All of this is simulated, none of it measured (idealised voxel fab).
process module | voxel double patterning
cross-section cut | 295 nm wide | cells 5 nm
A cross-section is a grid of square cells, given in bands from the top down. A band is one or more rows of cells.
Each band's line starts with the height of the band's top and of its bottom, in nm. Then come its materials from left to right, each with its width in nm. One material with "throughout" fills the band from edge to edge. "air" is empty space.
Height 0 is the level under which the wafer as received is all one material. The lowest band goes on downwards, as in "0 down".
A width such as "30 to 40" changes by the same amount from each row of cells to the next, from the band's top row to its bottom row.
"no change" after a step means that no cell of the cross-section changed.
closed voids: empty space of 8 cells or more with no open way to the top, each as width x height at its distance from the left edge, in nm
after a step's settings: what the simulator itself notes on the step
overlay nm, on a step with a mask: how far to the right of its planned place the mask lay; to the left if negative
plan
1 op RECEIVE | material Si
2 op CONFORMAL_DEP | material SiO2 | thk nm 5
3 op DIRECTIONAL_DEP | material W | thk nm 20
4 op DIRECTIONAL_DEP | material SiN | thk nm 10
5 op MASKED_ETCH | tone open | mask id FIRST | width nm 15 | pitch nm 50 | etch materials SiN | depth nm 10 | overlay nm 0
6 op DIRECTIONAL_DEP | material aC | thk nm 10
7 op PATTERN | tone open | mask id SECOND | material resist | width nm 15 | pitch nm 50 | thk nm 30 | overlay nm 0
8 op DIRECTIONAL_ETCH | etch materials aC | depth nm 10
9 op STRIP | etch materials resist
10 op DIRECTIONAL_ETCH | etch materials SiN | depth nm 5
11 op STRIP | etch materials aC
12 op DIRECTIONAL_ETCH | etch materials W | depth nm 20
13 op STRIP | etch materials SiN
varied across the wafers: depth nm of step 10. The plan shows the first wafer's value. All wafers start alike
first wafer as received, after step 1
  0 down: Si throughout
  closed voids: none
each wafer at the end: cells of each material gained (+) or lost (-) since it was received, then its closed voids
depth nm 5 | +59 SiO2 | +200 W | closed voids: none
depth nm 10 | +59 SiO2 | +176 W | closed voids: none
depth nm 15 | +59 SiO2 | +176 W | closed voids: none
depth nm 20 | +59 SiO2 | +176 W | closed voids: none
depth nm 25 | +59 SiO2 | +176 W | closed voids: none
